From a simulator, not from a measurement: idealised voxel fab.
The document below concerns the process module designated voxel wiring stack.
Each square cell in cross-section cut measures 5 nm, and the section as a whole is 245 nm wide.
Cross-section = grid of square cells, listed top down in bands; band = one or more rows. Look at the band entry: it leads with the top's height and the bottom's height in nm. Then it lists the materials left to right, with a width in nm for each. The word "edge to edge" on a single material says that material fills the band edge to edge. The word "air" is empty space. Heights are expressed relative to 0, this being the level below which the as-received wafer comprises one material exclusively. The lowest band is unbounded in the downward direction and is denoted as in "top 0, no bottom". Top row gets the first number, bottom row gets the second, and each row in between changes by the same step: that is how a band width like "30 to 40" works. What does "no change occurred" mean for a step? It means no cell of the cross-section changed in that step. "Closed void catalog" enumerates empty spaces isolated from the top, with no open way to it, that contain at least 8 cells, giving each as width x height at distance from the left edge, all three in nm. Whatever follows a step's settings on its line is a remark the simulator itself makes about that step. Among the settings permitted on a step's line is "overlay nm"; applied to a step with a mask, it specifies the extent to which the mask lay to the right of its planned position, whereas a negative figure signifies a position to the left.
-- Listed below are the process steps as planned
1,RECEIVE | material Si
2,CONFORMAL_DEP | material SiO2 | thk nm 15
3,DIRECTIONAL_DEP | material TiN | thk nm 5
4,DIRECTIONAL_DEP | material Ru | thk nm 15
5,MASKED_ETCH | tone cover | mask id METAL_1 | width nm 30 | pitch nm 60 | etch materials Ru | depth nm 15 | overlay nm 0
6,MASKED_ETCH | tone cover | mask id METAL_1 | width nm 30 | pitch nm 60 | etch materials TiN | depth nm 5 | overlay nm 0
7,CONFORMAL_DEP | material SiCN | thk nm 5
8,FILL_DEP | material SiO2 | thk nm 5
9,CMP | height nm 35
10,CONFORMAL_DEP | material SiCN | thk nm 5
11,DIRECTIONAL_DEP | material lowk | thk nm 25
12,PATTERN | tone open | mask id METAL_2 | material resist | width nm 30 | pitch nm 60 | thk nm 20 | overlay nm 0
13,DIRECTIONAL_ETCH | etch materials lowk | depth nm 15
14,STRIP | etch materials resist
15,PATTERN | tone open | mask id METAL_2_HOLES | material resist | width nm 15 | pitch nm 120 | thk nm 15 | overlay nm 0
16,DIRECTIONAL_ETCH | etch materials lowk | depth nm 10
17,DIRECTIONAL_ETCH | etch materials SiCN | depth nm 5
18,STRIP | etch materials resist
19,CONFORMAL_DEP | material TiN | thk nm 5
20,FILL_DEP | material Cu | thk nm 5
21,CMP | height nm 65
22,CONFORMAL_DEP | material SiCN | thk nm 5
23,DIRECTIONAL_DEP | material SiO2 | thk nm 30
24,MASKED_ETCH | tone open | mask id METAL_3 | width nm 30 | pitch nm 60 | etch materials SiO2 | depth nm 15 | overlay nm 0
25,DIRECTIONAL_DEP | material aC | thk nm 10
26,PATTERN | tone open | mask id METAL_3_HOLES | material resist | width nm 15 | pitch nm 120 | thk nm 25 | overlay nm 0
27,DIRECTIONAL_ETCH | etch materials aC | depth nm 10
28,STRIP | etch materials resist
29,DIRECTIONAL_ETCH | etch materials SiO2 | depth nm 15
30,DIRECTIONAL_ETCH | etch materials SiCN | depth nm 5
31,STRIP | etch materials aC
32,CONFORMAL_DEP | material TiN | thk nm 5
33,FILL_DEP | material Cu | thk nm 10
34,CMP | height nm 100
35,CONFORMAL_DEP | material SiCN | thk nm 5
36,DIRECTIONAL_DEP | material lowk | thk nm 10
37,MASKED_ETCH | tone open | mask id PLUG_3 | width nm 15 | pitch nm 60 | etch materials lowk | depth nm 10 | overlay nm 0
38,MASKED_ETCH | tone open | mask id PLUG_3 | width nm 15 | pitch nm 60 | etch materials SiCN | depth nm 5 | overlay nm 0
39,CONFORMAL_DEP | material TiN | thk nm 5
40,FILL_DEP | material Cu | thk nm 5
41,CMP | height nm 115
42,CONFORMAL_DEP | material SiN | thk nm 5
43,DIRECTIONAL_DEP | material SiO2 | thk nm 25
44,PATTERN | tone open | mask id METAL_4 | material resist | width nm 30 | pitch nm 60 | thk nm 15 | overlay nm 0
45,DIRECTIONAL_ETCH | etch materials SiO2 | depth nm 25
46,DIRECTIONAL_ETCH | etch materials SiN | depth nm 5
47,STRIP | etch materials resist
48,CONFORMAL_DEP | material TiN | thk nm 5
49,FILL_DEP | material W | thk nm 10
50,CMP | height nm 145
51,EPI | material Ru | thk nm 5
52,FILL_DEP | material SiCN | thk nm 5
-- First wafer of two (run as planned)
-- Delivered wafer in cross-section: state after step 1
> top 0, no bottom: Si edge to edge
> Closed void catalog: none
-- Wafer section view after processing step 2
> top 15, bottom 0: SiO2 edge to edge
> Nothing below the height 0 has changed.
-- Wafer section view after processing step 3
> top 20, bottom 15: TiN edge to edge
> Nothing below the height 15 has changed.
-- Wafer section view after processing step 4
> top 35, bottom 20: Ru edge to edge
> Nothing below the height 20 has changed.
-- Wafer section view after processing step 5
> top 35, bottom 20: 45 of air  30 of Ru  30 of air  30 of Ru  30 of air  30 of Ru  50 of air
> Nothing below the height 20 has changed.
-- Wafer section view after processing step 6
> top 35, bottom 20: 45 of air  30 of Ru  30 of air  30 of Ru  30 of air  30 of Ru  50 of air
> top 20, bottom 15: 45 of air  30 of TiN  30 of air  30 of TiN  30 of air  30 of TiN  50 of air
> Nothing below the height 15 has changed.
-- Wafer section view after processing step 7
> top 40, bottom 35: 40 of air  40 of SiCN  20 of air  40 of SiCN  20 of air  40 of SiCN  45 of air
> top 35, bottom 20: 40 of air  5 of SiCN  30 of Ru  5 of SiCN  20 of air  5 of SiCN  30 of Ru  5 of SiCN  20 of air  5 of SiCN  30 of Ru  5 of SiCN  45 of air
> top 20, bottom 15: 45 of SiCN  30 of TiN  30 of SiCN  30 of TiN  30 of SiCN  30 of TiN  50 of SiCN
> Nothing below the height 15 has changed.
-- Wafer section view after processing step 8
> top 45, bottom 40: SiO2 edge to edge
> top 40, bottom 35: 40 of SiO2  40 of SiCN  20 of SiO2  40 of SiCN  20 of SiO2  40 of SiCN  45 of SiO2
> top 35, bottom 20: 40 of SiO2  5 of SiCN  30 of Ru  5 of SiCN  20 of SiO2  5 of SiCN  30 of Ru  5 of SiCN  20 of SiO2  5 of SiCN  30 of Ru  5 of SiCN  45 of SiO2
> Nothing below the height 20 has changed.
-- Wafer section view after processing step 9
> top 35, bottom 20: 40 of SiO2  5 of SiCN  30 of Ru  5 of SiCN  20 of SiO2  5 of SiCN  30 of Ru  5 of SiCN  20 of SiO2  5 of SiCN  30 of Ru  5 of SiCN  45 of SiO2
> Nothing below the height 20 has changed.
-- Wafer section view after processing step 10
> top 40, bottom 35: SiCN edge to edge
> Nothing below the height 35 has changed.
-- Wafer section view after processing step 11
> top 65, bottom 40: lowk edge to edge
> Nothing below the height 40 has changed.
-- Wafer section view after processing step 12
> top 85, bottom 65: 45 of resist  30 of air  30 of resist  30 of air  30 of resist  30 of air  50 of resist
> Nothing below the height 65 has changed.
-- Wafer section view after processing step 13
> top 85, bottom 65: 45 of resist  30 of air  30 of resist  30 of air  30 of resist  30 of air  50 of resist
> top 65, bottom 50: 45 of lowk  30 of air  30 of lowk  30 of air  30 of lowk  30 of air  50 of lowk
> Nothing below the height 50 has changed.
-- Wafer section view after processing step 14
> top 65, bottom 50: 45 of lowk  30 of air  30 of lowk  30 of air  30 of lowk  30 of air  50 of lowk
> Nothing below the height 50 has changed.
-- Wafer section view after processing step 15
> top 80, bottom 65: 45 of resist  15 of air  105 of resist  15 of air  65 of resist
> top 65, bottom 50: 45 of lowk  15 of air  15 of resist  30 of lowk  30 of resist  30 of lowk  15 of air  15 of resist  50 of lowk
> Nothing below the height 50 has changed.
-- Wafer section view after processing step 16
> top 80, bottom 65: 45 of resist  15 of air  105 of resist  15 of air  65 of resist
> top 65, bottom 50: 45 of lowk  15 of air  15 of resist  30 of lowk  30 of resist  30 of lowk  15 of air  15 of resist  50 of lowk
> top 50, bottom 40: 45 of lowk  15 of air  105 of lowk  15 of air  65 of lowk
> Nothing below the height 40 has changed.
-- Wafer section view after processing step 17
> top 80, bottom 65: 45 of resist  15 of air  105 of resist  15 of air  65 of resist
> top 65, bottom 50: 45 of lowk  15 of air  15 of resist  30 of lowk  30 of resist  30 of lowk  15 of air  15 of resist  50 of lowk
> top 50, bottom 40: 45 of lowk  15 of air  105 of lowk  15 of air  65 of lowk
> top 40, bottom 35: 45 of SiCN  15 of air  105 of SiCN  15 of air  65 of SiCN
> Nothing below the height 35 has changed.
-- Wafer section view after processing step 18
> top 65, bottom 50: 45 of lowk  30 of air  30 of lowk  30 of air  30 of lowk  30 of air  50 of lowk
> Nothing below the height 50 has changed.
-- Wafer section view after processing step 19
> top 70, bottom 65: 50 of TiN  20 of air  40 of TiN  20 of air  40 of TiN  20 of air  55 of TiN
> top 65, bottom 55: 45 of lowk  5 of TiN  20 of air  5 of TiN  30 of lowk  5 of TiN  20 of air  5 of TiN  30 of lowk  5 of TiN  20 of air  5 of TiN  50 of lowk
> top 55, bottom 50: 45 of lowk  5 of TiN  5 of air  20 of TiN  30 of lowk  30 of TiN  30 of lowk  5 of TiN  5 of air  20 of TiN  50 of lowk
> top 50, bottom 40: 45 of lowk  5 of TiN  5 of air  5 of TiN  105 of lowk  5 of TiN  5 of air  5 of TiN  65 of lowk
> top 40, bottom 35: 45 of SiCN  15 of TiN  105 of SiCN  15 of TiN  65 of SiCN
> Nothing below the height 35 has changed.
-- Wafer section view after processing step 20
> top 75, bottom 70: Cu edge to edge
> top 70, bottom 65: 50 of TiN  20 of Cu  40 of TiN  20 of Cu  40 of TiN  20 of Cu  55 of TiN
> top 65, bottom 55: 45 of lowk  5 of TiN  20 of Cu  5 of TiN  30 of lowk  5 of TiN  20 of Cu  5 of TiN  30 of lowk  5 of TiN  20 of Cu  5 of TiN  50 of lowk
> top 55, bottom 50: 45 of lowk  5 of TiN  5 of Cu  20 of TiN  30 of lowk  30 of TiN  30 of lowk  5 of TiN  5 of Cu  20 of TiN  50 of lowk
> top 50, bottom 40: 45 of lowk  5 of TiN  5 of Cu  5 of TiN  105 of lowk  5 of TiN  5 of Cu  5 of TiN  65 of lowk
> Nothing below the height 40 has changed.
-- Wafer section view after processing step 21
> top 65, bottom 55: 45 of lowk  5 of TiN  20 of Cu  5 of TiN  30 of lowk  5 of TiN  20 of Cu  5 of TiN  30 of lowk  5 of TiN  20 of Cu  5 of TiN  50 of lowk
> Nothing below the height 55 has changed.
-- Wafer section view after processing step 22
> top 70, bottom 65: SiCN edge to edge
> Nothing below the height 65 has changed.
-- Wafer section view after processing step 23
> top 100, bottom 70: SiO2 edge to edge
> Nothing below the height 70 has changed.
-- Wafer section view after processing step 24
> top 100, bottom 85: 45 of SiO2  30 of air  30 of SiO2  30 of air  30 of SiO2  30 of air  50 of SiO2
> Nothing below the height 85 has changed.
-- Wafer section view after processing step 25
> top 110, bottom 100: 45 of aC  30 of air  30 of aC  30 of air  30 of aC  30 of air  50 of aC
> top 100, bottom 95: 45 of SiO2  30 of air  30 of SiO2  30 of air  30 of SiO2  30 of air  50 of SiO2
> top 95, bottom 85: 45 of SiO2  30 of aC  30 of SiO2  30 of aC  30 of SiO2  30 of aC  50 of SiO2
> Nothing below the height 85 has changed.
-- Wafer section view after processing step 26
> top 135, bottom 110: 45 of resist  15 of air  105 of resist  15 of air  65 of resist
> top 110, bottom 100: 45 of aC  15 of air  15 of resist  30 of aC  30 of resist  30 of aC  15 of air  15 of resist  50 of aC
> top 100, bottom 95: 45 of SiO2  15 of air  15 of resist  30 of SiO2  30 of resist  30 of SiO2  15 of air  15 of resist  50 of SiO2
> Nothing below the height 95 has changed.
-- Wafer section view after processing step 27
> top 125, bottom 110: 45 of resist  15 of air  105 of resist  15 of air  65 of resist
> top 110, bottom 100: 45 of aC  15 of air  15 of resist  30 of aC  30 of resist  30 of aC  15 of air  15 of resist  50 of aC
> top 100, bottom 95: 45 of SiO2  15 of air  15 of resist  30 of SiO2  30 of resist  30 of SiO2  15 of air  15 of resist  50 of SiO2
> top 95, bottom 85: 45 of SiO2  15 of air  15 of aC  30 of SiO2  30 of aC  30 of SiO2  15 of air  15 of aC  50 of SiO2
> Nothing below the height 85 has changed.
-- Wafer section view after processing step 28
> top 110, bottom 100: 45 of aC  30 of air  30 of aC  30 of air  30 of aC  30 of air  50 of aC
> top 100, bottom 95: 45 of SiO2  30 of air  30 of SiO2  30 of air  30 of SiO2  30 of air  50 of SiO2
> Nothing below the height 95 has changed.
-- Wafer section view after processing step 29
> top 110, bottom 100: 45 of aC  30 of air  30 of aC  30 of air  30 of aC  30 of air  50 of aC
> top 100, bottom 95: 45 of SiO2  30 of air  30 of SiO2  30 of air  30 of SiO2  30 of air  50 of SiO2
> top 95, bottom 85: 45 of SiO2  15 of air  15 of aC  30 of SiO2  30 of aC  30 of SiO2  15 of air  15 of aC  50 of SiO2
> top 85, bottom 70: 45 of SiO2  15 of air  105 of SiO2  15 of air  65 of SiO2
> Nothing below the height 70 has changed.
-- Wafer section view after processing step 30
> top 110, bottom 100: 45 of aC  30 of air  30 of aC  30 of air  30 of aC  30 of air  50 of aC
> top 100, bottom 95: 45 of SiO2  30 of air  30 of SiO2  30 of air  30 of SiO2  30 of air  50 of SiO2
> top 95, bottom 85: 45 of SiO2  15 of air  15 of aC  30 of SiO2  30 of aC  30 of SiO2  15 of air  15 of aC  50 of SiO2
> top 85, bottom 70: 45 of SiO2  15 of air  105 of SiO2  15 of air  65 of SiO2
> top 70, bottom 65: 45 of SiCN  15 of air  105 of SiCN  15 of air  65 of SiCN
> Nothing below the height 65 has changed.
-- Wafer section view after processing step 31
> top 100, bottom 85: 45 of SiO2  30 of air  30 of SiO2  30 of air  30 of SiO2  30 of air  50 of SiO2
> Nothing below the height 85 has changed.
-- Wafer section view after processing step 32
> top 105, bottom 100: 50 of TiN  20 of air  40 of TiN  20 of air  40 of TiN  20 of air  55 of TiN
> top 100, bottom 90: 45 of SiO2  5 of TiN  20 of air  5 of TiN  30 of SiO2  5 of TiN  20 of air  5 of TiN  30 of SiO2  5 of TiN  20 of air  5 of TiN  50 of SiO2
> top 90, bottom 85: 45 of SiO2  5 of TiN  5 of air  20 of TiN  30 of SiO2  30 of TiN  30 of SiO2  5 of TiN  5 of air  20 of TiN  50 of SiO2
> top 85, bottom 70: 45 of SiO2  5 of TiN  5 of air  5 of TiN  105 of SiO2  5 of TiN  5 of air  5 of TiN  65 of SiO2
> top 70, bottom 65: 45 of SiCN  15 of TiN  105 of SiCN  15 of TiN  65 of SiCN
> Nothing below the height 65 has changed.
-- Wafer section view after processing step 33
> top 115, bottom 105: Cu edge to edge
> top 105, bottom 100: 50 of TiN  20 of Cu  40 of TiN  20 of Cu  40 of TiN  20 of Cu  55 of TiN
> top 100, bottom 90: 45 of SiO2  5 of TiN  20 of Cu  5 of TiN  30 of SiO2  5 of TiN  20 of Cu  5 of TiN  30 of SiO2  5 of TiN  20 of Cu  5 of TiN  50 of SiO2
> top 90, bottom 85: 45 of SiO2  5 of TiN  5 of Cu  20 of TiN  30 of SiO2  30 of TiN  30 of SiO2  5 of TiN  5 of Cu  20 of TiN  50 of SiO2
> top 85, bottom 70: 45 of SiO2  5 of TiN  5 of Cu  5 of TiN  105 of SiO2  5 of TiN  5 of Cu  5 of TiN  65 of SiO2
> Nothing below the height 70 has changed.
-- Wafer section view after processing step 34
> top 100, bottom 90: 45 of SiO2  5 of TiN  20 of Cu  5 of TiN  30 of SiO2  5 of TiN  20 of Cu  5 of TiN  30 of SiO2  5 of TiN  20 of Cu  5 of TiN  50 of SiO2
> Nothing below the height 90 has changed.
-- Wafer section view after processing step 35
> top 105, bottom 100: SiCN edge to edge
> Nothing below the height 100 has changed.
-- Wafer section view after processing step 36
> top 115, bottom 105: lowk edge to edge
> Nothing below the height 105 has changed.
-- Wafer section view after processing step 37
> top 115, bottom 105: 45 of lowk  15 of air  45 of lowk  15 of air  45 of lowk  15 of air  65 of lowk
> Nothing below the height 105 has changed.
-- Wafer section view after processing step 38
> top 115, bottom 105: 45 of lowk  15 of air  45 of lowk  15 of air  45 of lowk  15 of air  65 of lowk
> top 105, bottom 100: 45 of SiCN  15 of air  45 of SiCN  15 of air  45 of SiCN  15 of air  65 of SiCN
> Nothing below the height 100 has changed.
-- Wafer section view after processing step 39
> top 120, bottom 115: 50 of TiN  5 of air  55 of TiN  5 of air  55 of TiN  5 of air  70 of TiN
> top 115, bottom 105: 45 of lowk  5 of TiN  5 of air  5 of TiN  45 of lowk  5 of TiN  5 of air  5 of TiN  45 of lowk  5 of TiN  5 of air  5 of TiN  65 of lowk
> top 105, bottom 100: 45 of SiCN  15 of TiN  45 of SiCN  15 of TiN  45 of SiCN  15 of TiN  65 of SiCN
> Nothing below the height 100 has changed.
-- Wafer section view after processing step 40
> top 125, bottom 120: Cu edge to edge
> top 120, bottom 115: 50 of TiN  5 of Cu  55 of TiN  5 of Cu  55 of TiN  5 of Cu  70 of TiN
> top 115, bottom 105: 45 of lowk  5 of TiN  5 of Cu  5 of TiN  45 of lowk  5 of TiN  5 of Cu  5 of TiN  45 of lowk  5 of TiN  5 of Cu  5 of TiN  65 of lowk
> Nothing below the height 105 has changed.
-- Wafer section view after processing step 41
> top 115, bottom 105: 45 of lowk  5 of TiN  5 of Cu  5 of TiN  45 of lowk  5 of TiN  5 of Cu  5 of TiN  45 of lowk  5 of TiN  5 of Cu  5 of TiN  65 of lowk
> Nothing below the height 105 has changed.
-- Wafer section view after processing step 42
> top 120, bottom 115: SiN edge to edge
> Nothing below the height 115 has changed.
-- Wafer section view after processing step 43
> top 145, bottom 120: SiO2 edge to edge
> Nothing below the height 120 has changed.
-- Wafer section view after processing step 44
> top 160, bottom 145: 45 of resist  30 of air  30 of resist  30 of air  30 of resist  30 of air  50 of resist
> Nothing below the height 145 has changed.
-- Wafer section view after processing step 45
> top 160, bottom 145: 45 of resist  30 of air  30 of resist  30 of air  30 of resist  30 of air  50 of resist
> top 145, bottom 120: 45 of SiO2  30 of air  30 of SiO2  30 of air  30 of SiO2  30 of air  50 of SiO2
> Nothing below the height 120 has changed.
-- Wafer section view after processing step 46
> top 160, bottom 145: 45 of resist  30 of air  30 of resist  30 of air  30 of resist  30 of air  50 of resist
> top 145, bottom 120: 45 of SiO2  30 of air  30 of SiO2  30 of air  30 of SiO2  30 of air  50 of SiO2
> top 120, bottom 115: 45 of SiN  30 of air  30 of SiN  30 of air  30 of SiN  30 of air  50 of SiN
> Nothing below the height 115 has changed.
-- Wafer section view after processing step 47
> top 145, bottom 120: 45 of SiO2  30 of air  30 of SiO2  30 of air  30 of SiO2  30 of air  50 of SiO2
> Nothing below the height 120 has changed.
-- Wafer section view after processing step 48
> top 150, bottom 145: 50 of TiN  20 of air  40 of TiN  20 of air  40 of TiN  20 of air  55 of TiN
> top 145, bottom 120: 45 of SiO2  5 of TiN  20 of air  5 of TiN  30 of SiO2  5 of TiN  20 of air  5 of TiN  30 of SiO2  5 of TiN  20 of air  5 of TiN  50 of SiO2
> top 120, bottom 115: 45 of SiN  30 of TiN  30 of SiN  30 of TiN  30 of SiN  30 of TiN  50 of SiN
> Nothing below the height 115 has changed.
-- Wafer section view after processing step 49
> top 160, bottom 150: W edge to edge
> top 150, bottom 145: 50 of TiN  20 of W  40 of TiN  20 of W  40 of TiN  20 of W  55 of TiN
> top 145, bottom 120: 45 of SiO2  5 of TiN  20 of W  5 of TiN  30 of SiO2  5 of TiN  20 of W  5 of TiN  30 of SiO2  5 of TiN  20 of W  5 of TiN  50 of SiO2
> Nothing below the height 120 has changed.
-- Wafer section view after processing step 50
> top 145, bottom 120: 45 of SiO2  5 of TiN  20 of W  5 of TiN  30 of SiO2  5 of TiN  20 of W  5 of TiN  30 of SiO2  5 of TiN  20 of W  5 of TiN  50 of SiO2
> Nothing below the height 120 has changed.
-- Wafer section view after processing step 51
> top 150, bottom 145: 40 of air  40 of Ru  20 of air  40 of Ru  20 of air  40 of Ru  45 of air
> Nothing below the height 145 has changed.
-- Wafer section view after processing step 52
> top 155, bottom 150: SiCN edge to edge
> top 150, bottom 145: 40 of SiCN  40 of Ru  20 of SiCN  40 of Ru  20 of SiCN  40 of Ru  45 of SiCN
> Nothing below the height 145 has changed.
-- Wafer two: like wafer one in start and plan, but with one mistake in execution; identical up to and including step 38
-- Second wafer at the planned finish of step 39, seen in cross-section
> top 120, bottom 115: 50 of aC  5 of air  55 of aC  5 of air  55 of aC  5 of air  70 of aC
> top 115, bottom 105: 45 of lowk  5 of aC  5 of air  5 of aC  45 of lowk  5 of aC  5 of air  5 of aC  45 of lowk  5 of aC  5 of air  5 of aC  65 of lowk
> top 105, bottom 100: 45 of SiCN  15 of aC  45 of SiCN  15 of aC  45 of SiCN  15 of aC  65 of SiCN
> Nothing below the height 100 has changed.
-- Second wafer at the planned finish of step 40, seen in cross-section
> top 125, bottom 120: Cu edge to edge
> top 120, bottom 115: 50 of aC  5 of Cu  55 of aC  5 of Cu  55 of aC  5 of Cu  70 of aC
> top 115, bottom 105: 45 of lowk  5 of aC  5 of Cu  5 of aC  45 of lowk  5 of aC  5 of Cu  5 of aC  45 of lowk  5 of aC  5 of Cu  5 of aC  65 of lowk
> Nothing below the height 105 has changed.
-- Second wafer at the planned finish of step 41, seen in cross-section
> top 115, bottom 105: 45 of lowk  5 of aC  5 of Cu  5 of aC  45 of lowk  5 of aC  5 of Cu  5 of aC  45 of lowk  5 of aC  5 of Cu  5 of aC  65 of lowk
> Nothing below the height 105 has changed.
-- Second wafer at the planned finish of step 42, seen in cross-section
> top 120, bottom 115: SiN edge to edge
> Nothing below the height 115 has changed.
-- Second wafer at the planned finish of step 43, seen in cross-section
> top 145, bottom 120: SiO2 edge to edge
> Nothing below the height 120 has changed.
-- Second wafer at the planned finish of step 44, seen in cross-section
> top 160, bottom 145: 45 of resist  30 of air  30 of resist  30 of air  30 of resist  30 of air  50 of resist
> Nothing below the height 145 has changed.
-- Second wafer at the planned finish of step 45, seen in cross-section
> top 160, bottom 145: 45 of resist  30 of air  30 of resist  30 of air  30 of resist  30 of air  50 of resist
> top 145, bottom 120: 45 of SiO2  30 of air  30 of SiO2  30 of air  30 of SiO2  30 of air  50 of SiO2
> Nothing below the height 120 has changed.
-- Second wafer at the planned finish of step 46, seen in cross-section
> top 160, bottom 145: 45 of resist  30 of air  30 of resist  30 of air  30 of resist  30 of air  50 of resist
> top 145, bottom 120: 45 of SiO2  30 of air  30 of SiO2  30 of air  30 of SiO2  30 of air  50 of SiO2
> top 120, bottom 115: 45 of SiN  30 of air  30 of SiN  30 of air  30 of SiN  30 of air  50 of SiN
> Nothing below the height 115 has changed.
-- Second wafer at the planned finish of step 47, seen in cross-section
> top 145, bottom 120: 45 of SiO2  30 of air  30 of SiO2  30 of air  30 of SiO2  30 of air  50 of SiO2
> Nothing below the height 120 has changed.
-- Second wafer at the planned finish of step 48, seen in cross-section
> top 150, bottom 145: 50 of TiN  20 of air  40 of TiN  20 of air  40 of TiN  20 of air  55 of TiN
> top 145, bottom 120: 45 of SiO2  5 of TiN  20 of air  5 of TiN  30 of SiO2  5 of TiN  20 of air  5 of TiN  30 of SiO2  5 of TiN  20 of air  5 of TiN  50 of SiO2
> top 120, bottom 115: 45 of SiN  30 of TiN  30 of SiN  30 of TiN  30 of SiN  30 of TiN  50 of SiN
> Nothing below the height 115 has changed.
-- Second wafer at the planned finish of step 49, seen in cross-section
> top 160, bottom 150: W edge to edge
> top 150, bottom 145: 50 of TiN  20 of W  40 of TiN  20 of W  40 of TiN  20 of W  55 of TiN
> top 145, bottom 120: 45 of SiO2  5 of TiN  20 of W  5 of TiN  30 of SiO2  5 of TiN  20 of W  5 of TiN  30 of SiO2  5 of TiN  20 of W  5 of TiN  50 of SiO2
> Nothing below the height 120 has changed.
-- Second wafer at the planned finish of step 50, seen in cross-section
> top 145, bottom 120: 45 of SiO2  5 of TiN  20 of W  5 of TiN  30 of SiO2  5 of TiN  20 of W  5 of TiN  30 of SiO2  5 of TiN  20 of W  5 of TiN  50 of SiO2
> Nothing below the height 120 has changed.
-- Second wafer at the planned finish of step 51, seen in cross-section
> top 150, bottom 145: 40 of air  40 of Ru  20 of air  40 of Ru  20 of air  40 of Ru  45 of air
> Nothing below the height 145 has changed.
-- Second wafer at the planned finish of step 52, seen in cross-section
> top 155, bottom 150: SiCN edge to edge
> top 150, bottom 145: 40 of SiCN  40 of Ru  20 of SiCN  40 of Ru  20 of SiCN  40 of Ru  45 of SiCN
> Nothing below the height 145 has changed.
What was done differently from what was planned? step 39 off recipe, ran as CONFORMAL_DEP | material aC | thk nm 5
Wafer comparison, final, in cells, second relative to first, materials more or fewer: 21 fewer of TiN | 21 more of aC
